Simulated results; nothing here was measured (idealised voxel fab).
process module | voxel self aligned contacts
cross-section cut | 205 nm wide | cells 5 nm
A cross-section is a grid of square cells, given in bands from the top down. A band is one or more rows of cells.
Each band's line starts with the height of the band's top and of its bottom, in nm. Then come its materials from left to right, each with its width in nm. One material with "throughout" fills the band from edge to edge. "air" is empty space.
Height 0 is the level under which the wafer as received is all one material. The lowest band goes on downwards, as in "0 down".
A width such as "30 to 40" changes by the same amount from each row of cells to the next, from the band's top row to its bottom row.
"no change" after a step means that no cell of the cross-section changed.
closed voids: empty space of 8 cells or more with no open way to the top, each as width x height at its distance from the left edge, in nm
after a step's settings: what the simulator itself notes on the step
overlay nm, on a step with a mask: how far to the right of its planned place the mask lay; to the left if negative
plan
1 op RECEIVE | material Si
2 op CONFORMAL_DEP | material SiO2 | thk nm 5
3 op DIRECTIONAL_DEP | material polySi | thk nm 20
4 op DIRECTIONAL_DEP | material SiN | thk nm 20
5 op MASKED_ETCH | tone cover | mask id GATE | width nm 35 | pitch nm 70 | etch materials SiN | depth nm 20 | overlay nm 0
6 op MASKED_ETCH | tone cover | mask id GATE | width nm 35 | pitch nm 70 | etch materials polySi | depth nm 20 | overlay nm 0
7 op CONFORMAL_DEP | material SiN | thk nm 10
8 op DIRECTIONAL_ETCH | etch materials SiN | depth nm 10
9 op FILL_DEP | material SiO2 | thk nm 10
10 op CMP | height nm 50
11 op PATTERN | tone open | mask id CONTACT | material resist | width nm 45 | pitch nm 70 | thk nm 20 | overlay nm 0
12 op DIRECTIONAL_ETCH | etch materials SiO2 | depth nm 50
13 op STRIP | etch materials resist
14 op CONFORMAL_DEP | material TiN | thk nm 5
15 op FILL_DEP | material Ru | thk nm 10
16 op CMP | height nm 50
17 op CONFORMAL_DEP | material SiCN | thk nm 5
as received, after step 1
  0 down: Si throughout
  closed voids: none
first wafer at the end, as planned
  55 to 50: SiCN throughout
  50 to 45: SiO2 45 | TiN 20 | Ru 5 | TiN 20 | SiO2 25 | TiN 20 | Ru 5 | TiN 20 | SiO2 45
  45 to 25: SiO2 5 | SiN 55 | TiN 5 | Ru 5 | TiN 5 | SiN 55 | TiN 5 | Ru 5 | TiN 5 | SiN 55 | SiO2 5
  25 to 5: SiO2 5 | SiN 10 | polySi 35 | SiN 10 | TiN 5 | Ru 5 | TiN 5 | SiN 10 | polySi 35 | SiN 10 | TiN 5 | Ru 5 | TiN 5 | SiN 10 | polySi 35 | SiN 10 | SiO2 5
  5 to 0: SiO2 60 | TiN 15 | SiO2 55 | TiN 15 | SiO2 60
  0 down: Si throughout
  closed voids: none
second wafer at the end: like start, like plan, one mistake
  55 to 50: SiCN throughout
  50 to 45: SiO2 45 | TiN 20 | Ru 5 | TiN 25 | SiO2 20 | TiN 20 | Ru 5 | TiN 25 | SiO2 40
  45 to 25: SiO2 5 | SiN 55 | TiN 5 | Ru 5 | TiN 5 | SiN 55 | TiN 5 | Ru 5 | TiN 5 | SiN 55 | SiO2 5
  25 to 5: SiO2 5 | SiN 10 | polySi 35 | SiN 10 | TiN 5 | Ru 5 | TiN 5 | SiN 10 | polySi 35 | SiN 10 | TiN 5 | Ru 5 | TiN 5 | SiN 10 | polySi 35 | SiN 10 | SiO2 5
  5 to 0: SiO2 60 | TiN 15 | SiO2 55 | TiN 15 | SiO2 60
  0 down: Si throughout
  closed voids: none
what went wrong: step 11 ran as: op PATTERN | tone open | mask id CONTACT | material resist | width nm 50 | pitch nm 70 | thk nm 20 | overlay nm 0
at the end the second wafer has, in cells: 2 fewer of SiO2 | 2 more of TiN
